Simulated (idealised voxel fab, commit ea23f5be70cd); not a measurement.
Process module under the name voxel fin reveal
Displayed cross-section: cut, width of 185 nm, square cells sized 5 nm.
This document writes a cross-section as a grid whose cells are square, and gives it as bands, listed from the top down; one or more rows of cells form a band. It is stipulated that each band's entry specify, in nanometres, the height of the top of the band and then that of its bottom, followed by the materials of the band in left-to-right sequence, each together with its width in nanometres. A single material marked by the word "full width" is understood to fill the band from edge to edge; the word "empty" is understood to denote empty space. The level at which height equals 0 is the one under which the wafer, as it arrives, is entirely one material. No lower edge exists for the bottom band, which continues downward and is notated as in "0 and below". A two-number width, for instance "30 to 40", indicates that the width is equal to the first number in the top row of the band and to the second number in the bottom row, and that it changes by a constant amount per row of cells. A step reported as "no modifications" is a step in which no cell of the cross-section changed. "Enclosed cavity list" means: voids of 8 cells or more that are shut off from the top with no open way through. Written width x height at distance, distance from the left edge, in nm. Post-settings text on a step line: simulator's own remark regarding the step. overlay nm: on a step with a mask, how far right of its planned place the mask lay; negative means left.
[Here's what the planned process steps look like]
1) RECEIVE,material Si
2) CONFORMAL_DEP,material SiN,thk nm 5
3) DIRECTIONAL_DEP,material aC,thk nm 15
4) PATTERN,tone cover,mask id FINS,material resist,width nm 15,pitch nm 45,thk nm 35,overlay nm 0
5) DIRECTIONAL_ETCH,etch materials aC,depth nm 15
6) STRIP,etch materials resist
7) DIRECTIONAL_ETCH,etch materials SiN,depth nm 5
8) DIRECTIONAL_ETCH,etch materials Si,depth nm 35
9) STRIP,etch materials aC
10) OXIDIZE,depth nm 5
11) FILL_DEP,material SiO2,thk nm 10
12) CMP,height nm 5
13) SELECTIVE_ETCH,etch materials SiO2,depth nm 20
14) STRIP,etch materials SiN
15) CONFORMAL_DEP,material SiO2,thk nm 5
[So this is the incoming wafer in cross-section - it's already been through step 1]
- 0 and below | Si full width
- Enclosed cavity list: none
[Module complete, cross-section. Starting point and plan per above. One mistake made in running the module]
- 5 down to 0 | empty: 60, then SiN: 15, then empty: 30, then SiN: 15, then empty: 65
- 0 down to -10 | empty: 60, then SiN: 5, then Si: 5, then SiN: 5, then empty: 30, then SiN: 5, then Si: 5, then SiN: 5, then empty: 65
- -10 down to -15 | SiN: 65, then Si: 5, then SiN: 40, then Si: 5, then SiN: 70
- -15 down to -40 | SiO2: 65, then Si: 5, then SiO2: 40, then Si: 5, then SiO2: 70
- -40 and below | Si full width
- Enclosed cavity list: none
The mistake made against the process plan was this: step 15 did not use the planned setting and instead ran as CONFORMAL_DEP,material SiN,thk nm 5
